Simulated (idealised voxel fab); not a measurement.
process module | voxel wiring stack
cross-section cut | 155 nm wide | cells 5 nm
A cross-section is a grid of square cells, given in bands from the top down. A band is one or more rows of cells.
Each band's line starts with the height of the band's top and of its bottom, in nm. Then come its materials from left to right, each with its width in nm. One material with "throughout" fills the band from edge to edge. "air" is empty space.
Height 0 is the level under which the wafer as received is all one material. The lowest band goes on downwards, as in "0 down".
A width such as "30 to 40" changes by the same amount from each row of cells to the next, from the band's top row to its bottom row.
"no change" after a step means that no cell of the cross-section changed.
closed voids: empty space of 8 cells or more with no open way to the top, each as width x height at its distance from the left edge, in nm
after a step's settings: what the simulator itself notes on the step
overlay nm, on a step with a mask: how far to the right of its planned place the mask lay; to the left if negative
plan
1 op RECEIVE | material Si
2 op CONFORMAL_DEP | material SiO2 | thk nm 10
3 op DIRECTIONAL_DEP | material TiN | thk nm 5
4 op DIRECTIONAL_DEP | material Ru | thk nm 25
5 op DIRECTIONAL_DEP | material aC | thk nm 15
6 op PATTERN | tone cover | mask id METAL_1 | material resist | width nm 20 | pitch nm 50 | thk nm 35 | overlay nm 0
7 op DIRECTIONAL_ETCH | etch materials aC | depth nm 15
8 op STRIP | etch materials resist
9 op DIRECTIONAL_ETCH | etch materials Ru | depth nm 25
10 op DIRECTIONAL_ETCH | etch materials TiN | depth nm 5
11 op STRIP | etch materials aC
12 op CONFORMAL_DEP | material SiCN | thk nm 5
13 op FILL_DEP | material SiO2 | thk nm 10
14 op CMP | height nm 40
15 op CONFORMAL_DEP | material SiCN | thk nm 5
16 op DIRECTIONAL_DEP | material SiO2 | thk nm 30
17 op MASKED_ETCH | tone open | mask id METAL_2 | width nm 20 | pitch nm 50 | etch materials SiO2 | depth nm 20 | overlay nm 0
18 op PATTERN | tone open | mask id METAL_2_HOLES | material resist | width nm 15 | pitch nm 100 | thk nm 20 | overlay nm 0
19 op DIRECTIONAL_ETCH | etch materials SiO2 | depth nm 10
20 op DIRECTIONAL_ETCH | etch materials SiCN | depth nm 5
21 op STRIP | etch materials resist
22 op CONFORMAL_DEP | material TiN | thk nm 5
23 op FILL_DEP | material Cu | thk nm 10
24 op CMP | height nm 75
25 op CONFORMAL_DEP | material SiCN | thk nm 5
as received, after step 1
  0 down: Si throughout
  closed voids: none
first wafer at the end, as planned
  80 to 75: SiCN throughout
  75 to 60: SiO2 15 | TiN 5 | Cu 10 | TiN 5 | SiO2 30 | TiN 5 | Cu 10 | TiN 5 | SiO2 30 | TiN 5 | Cu 10 | TiN 5 | SiO2 20
  60 to 55: SiO2 15 | TiN 5 | Cu 5 | TiN 10 | SiO2 30 | TiN 20 | SiO2 30 | TiN 5 | Cu 5 | TiN 10 | SiO2 20
  55 to 45: SiO2 15 | TiN 5 | Cu 5 | TiN 5 | SiO2 85 | TiN 5 | Cu 5 | TiN 5 | SiO2 25
  45 to 40: SiCN 15 | TiN 15 | SiCN 85 | TiN 15 | SiCN 25
  40 to 15: SiO2 10 | SiCN 5 | Ru 20 | SiCN 5 | SiO2 20 | SiCN 5 | Ru 20 | SiCN 5 | SiO2 20 | SiCN 5 | Ru 20 | SiCN 5 | SiO2 15
  15 to 10: SiCN 15 | TiN 20 | SiCN 30 | TiN 20 | SiCN 30 | TiN 20 | SiCN 20
  10 to 0: SiO2 throughout
  0 down: Si throughout
  closed voids: none
second wafer at the end: like start, like plan, one mistake
  80 to 75: SiCN throughout
  75 to 70: Cu throughout
  70 to 65: TiN 20 | Cu 10 | TiN 40 | Cu 10 | TiN 40 | Cu 10 | TiN 25
  65 to 45: SiO2 15 | TiN 5 | Cu 10 | TiN 5 | SiO2 30 | TiN 5 | Cu 10 | TiN 5 | SiO2 30 | TiN 5 | Cu 10 | TiN 5 | SiO2 20
  45 to 40: SiCN 15 | TiN 20 | SiCN 30 | TiN 20 | SiCN 30 | TiN 20 | SiCN 20
  40 to 15: SiO2 10 | SiCN 5 | Ru 20 | SiCN 5 | SiO2 20 | SiCN 5 | Ru 20 | SiCN 5 | SiO2 20 | SiCN 5 | Ru 20 | SiCN 5 | SiO2 15
  15 to 10: SiCN 15 | TiN 20 | SiCN 30 | TiN 20 | SiCN 30 | TiN 20 | SiCN 20
  10 to 0: SiO2 throughout
  0 down: Si throughout
  closed voids: none
what went wrong: step 18 was left out
at the end the second wafer has, in cells: 37 more of Cu | 6 fewer of SiCN | 50 fewer of SiO2 | 19 more of TiN
